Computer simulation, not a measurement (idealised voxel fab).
Name of the process module below: voxel trench capacitor
Each square cell in cross-section cut measures 5 nm, and the section as a whole is 290 nm wide.
Throughout this document, each cross-section is represented as a grid of square cells and is presented as a sequence of bands enumerated from the top downward, where a band comprises one or more rows of cells. Top, bottom (nm), then materials left to right with widths (nm); lone material tagged "all across" fills the whole band edge to edge; "empty" = empty space. Height 0 is the level under which the wafer as received is all one material. The lowest band goes on downwards, as in "0 -> down". You'd read "30..40" like this: the band's top row of cells is as wide as the first number, its bottom row is as wide as the second, and going down, every row changes width by the same amount as the row before did. When a step is marked "changes: none", none of the cells in the cross-section changed during that step. "Enclosed cavity list" lists enclosed empty spaces (at least 8 cells, no open path upward to the top), each as width x height at distance from the left edge, in nm. Text after the settings on a step's line: the simulator's own remark on that step. overlay nm: mask offset rightward from planned place, masked step; negative means leftward offset.
**Here's what the planned process steps look like**
1) op RECEIVE | material Si
2) op CONFORMAL_DEP | material SiN | thk nm 10
3) op DIRECTIONAL_DEP | material aC | thk nm 15
4) op PATTERN | tone open | mask id TRENCH | material resist | width nm 25 | pitch nm 50 | thk nm 30 | overlay nm 0
5) op DIRECTIONAL_ETCH | etch materials aC | depth nm 15
6) op STRIP | etch materials resist
7) op DIRECTIONAL_ETCH | etch materials SiN | depth nm 10
8) op DIRECTIONAL_ETCH | etch materials Si | depth nm 40
9) op STRIP | etch materials aC
10) op CONFORMAL_DEP | material HfO2 | thk nm 5
11) op CONFORMAL_DEP | material TiN | thk nm 5
12) op FILL_DEP | material W | thk nm 5
13) op CMP | height nm 10
**The cross-section here shows the wafer as received, i.e. in its state after step 1**
    0 -> down: Si all across
    Enclosed cavity list: none
**One mistake in running the module, otherwise start and plan as above: cross-section at the end**
    10 -> 0: SiN 65  HfO2 5  TiN 5  W 5  TiN 5  HfO2 5  SiN 25  HfO2 5  TiN 5  W 5  TiN 5  HfO2 5  SiN 25  HfO2 5  TiN 5  W 5  TiN 5  HfO2 5  SiN 25  HfO2 5  TiN 5  W 5  TiN 5  HfO2 5  SiN 50
    0 -> -30: Si 65  HfO2 5  TiN 5  W 5  TiN 5  HfO2 5  Si 25  HfO2 5  TiN 5  W 5  TiN 5  HfO2 5  Si 25  HfO2 5  TiN 5  W 5  TiN 5  HfO2 5  Si 25  HfO2 5  TiN 5  W 5  TiN 5  HfO2 5  Si 50
    -30 -> -35: Si 65  HfO2 5  TiN 15  HfO2 5  Si 25  HfO2 5  TiN 15  HfO2 5  Si 25  HfO2 5  TiN 15  HfO2 5  Si 25  HfO2 5  TiN 15  HfO2 5  Si 50
    -35 -> -40: Si 65  HfO2 25  Si 25  HfO2 25  Si 25  HfO2 25  Si 25  HfO2 25  Si 50
    -40 -> down: Si all across
    Enclosed cavity list: none
So what did we get wrong on this run? for step 4, the planned setting was not used; the step was instead run as op PATTERN | tone open | mask id TRENCH | material resist | width nm 25 | pitch nm 50 | thk nm 30 | overlay nm 10
